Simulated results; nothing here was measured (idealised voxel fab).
You're looking at the process module voxel lift off.
This is section cut - it's 190 nm across, gridded in 5 nm square cells.
Think of the cross-section as a grid of square cells. We describe it in bands, top to bottom, and each band covers one or more rows of those cells. The entry gives the band's vertical extent as a top height and a bottom height in nm, then its horizontal make-up as materials from left to right, each with a width in nm. "empty" stands for empty space; a single material marked "everywhere" fills the band edge to edge. The level at which height equals 0 is the one under which the wafer, as it arrives, is entirely one material. No lower edge exists for the bottom band, which continues downward and is notated as in "0 nm and below". So if you see something like "30 to 40" for the width, read it as the top row of the band sitting at the first number and the bottom row at the second, with every row in between moving by the same amount as the last. Basically "left unchanged" means that step didn't change any cell in the cross-section. In the "Enclosed cavity list" entry, you get each enclosed empty space of 8 cells or more, one with no open way to the top, written width x height at distance, distance from the left edge, in nm. It should be noted that, on the line of a given step, the content following the step's settings is a remark produced by the simulator itself with respect to that step. overlay nm: for a step with a mask, the amount by which the mask lay right of where it was planned; a negative amount means left of it.

### List of planned process steps
1: RECEIVE, material Si
2: CONFORMAL_DEP, material Al2O3, thk nm 15
3: PATTERN, tone open, mask id LINES, material resist, width nm 20, pitch nm 45, thk nm 30, overlay nm 0
4: DIRECTIONAL_DEP, material Ru, thk nm 15
5: STRIP, etch materials resist
6: CONFORMAL_DEP, material SiCN, thk nm 10

### The cross-section here shows the wafer as received, i.e. in its state after step 1
	0 nm and below: Si everywhere
	Enclosed cavity list: none

### The plan above was carried out on the starting structure above with one mistake, and this cross-section shows the wafer at the end of the module
	40 nm to 30 nm: empty: 5 | SiCN: 40 | empty: 5 | SiCN: 40 | empty: 5 | SiCN: 40 | empty: 5 | SiCN: 40 | empty: 10
	30 nm to 25 nm: empty: 5 | SiCN: 10 | Al2O3: 20 | SiCN: 10 | empty: 5 | SiCN: 10 | Al2O3: 20 | SiCN: 10 | empty: 5 | SiCN: 10 | Al2O3: 20 | SiCN: 10 | empty: 5 | SiCN: 10 | Al2O3: 20 | SiCN: 10 | empty: 10
	25 nm to 15 nm: SiCN: 15 | Al2O3: 20 | SiCN: 25 | Al2O3: 20 | SiCN: 25 | Al2O3: 20 | SiCN: 25 | Al2O3: 20 | SiCN: 20
	15 nm to 0 nm: Al2O3 everywhere
	0 nm and below: Si everywhere
	Enclosed cavity list: none
Short version of what went wrong: step 4 went in with a setting other than planned; the actual run was DIRECTIONAL_DEP, material Al2O3, thk nm 15
